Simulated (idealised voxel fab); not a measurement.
Process module heading - voxel released beams
Cross-section cut spans 270 nm and uses square cells 5 nm in size.
Cross-sections here: square-cell grids, written as top-down lists of bands, a band being one or more rows of cells.
Look at the band entry: it leads with the top's height and the bottom's height in nm. Then it lists the materials left to right, with a width in nm for each. The word "edge to edge" on a single material says that material fills the band edge to edge. The word "air" is empty space.
Heights from 0 (as-received wafer is one material below). Bottom band endless downward, as "0 down".
A two-number width, for instance "30..40", indicates that the width is equal to the first number in the top row of the band and to the second number in the bottom row, and that it changes by a constant amount per row of cells.
"no modification" -> step changed no cross-section cell.
Empty spaces without an open route to the top, at least 8 cells in extent, make up the entry "Cavities, closed"; each is given as width x height at distance, where the distance is measured from the left edge, and all are in nm.
Step line, after settings: the simulator's comment on this step.
"overlay nm" on a masked step: distance the mask lay right of its planned place, negative for left.
-- The steps planned for the process are as follows
1. RECEIVE with material Si
2. CONFORMAL_DEP with material Al2O3, thk nm 5
3. DIRECTIONAL_DEP with material SiO2, thk nm 15
4. DIRECTIONAL_DEP with material aC, thk nm 10
5. PATTERN with tone open, mask id ANCHOR, material resist, width nm 35, thk nm 30, overlay nm 0
6. DIRECTIONAL_ETCH with etch materials aC, depth nm 10
7. STRIP with etch materials resist
8. DIRECTIONAL_ETCH with etch materials SiO2, depth nm 15
9. STRIP with etch materials aC
10. CONFORMAL_DEP with material SiN, thk nm 10
11. DIRECTIONAL_DEP with material aC, thk nm 10
12. PATTERN with tone cover, mask id BEAM, material resist, width nm 105, thk nm 25, overlay nm 0
13. DIRECTIONAL_ETCH with etch materials aC, depth nm 10
14. STRIP with etch materials resist
15. DIRECTIONAL_ETCH with etch materials SiN, depth nm 10
16. STRIP with etch materials aC
17. STRIP with etch materials SiO2
-- Here's what the wafer looked like in cross-section when it arrived - that's after step 1
* 0 down  Si edge to edge
* Cavities, closed: none
-- Cross-section, first of two wafers, end of module, run as planned
* 30 to 20  80 of air, 15 of SiN, 15 of air, 75 of SiN, 85 of air
* 20 to 15  85 of air, 10 of SiN, 15 of air, 10 of SiN, 150 of air
* 15 to 5  85 of air, 35 of SiN, 150 of air
* 5 to 0  Al2O3 edge to edge
* 0 down  Si edge to edge
* Cavities, closed: none
-- Cross-sectional view: second of two wafers, end of module; start and plan identical to the first, one mistake in running
* 30 to 20  75 of air, 20 of SiN, 15 of air, 70 of SiN, 90 of air
* 20 to 15  85 of air, 10 of SiN, 15 of air, 10 of SiN, 150 of air
* 15 to 5  85 of air, 35 of SiN, 150 of air
* 5 to 0  Al2O3 edge to edge
* 0 down  Si edge to edge
* Cavities, closed: none
What was done differently from what was planned? step 12 ran as: PATTERN with tone cover, mask id BEAM, material resist, width nm 105, thk nm 25, overlay nm -5
At the end, each material covers as many cells on the second wafer as it does on the first, though the cells it covers are elsewhere.
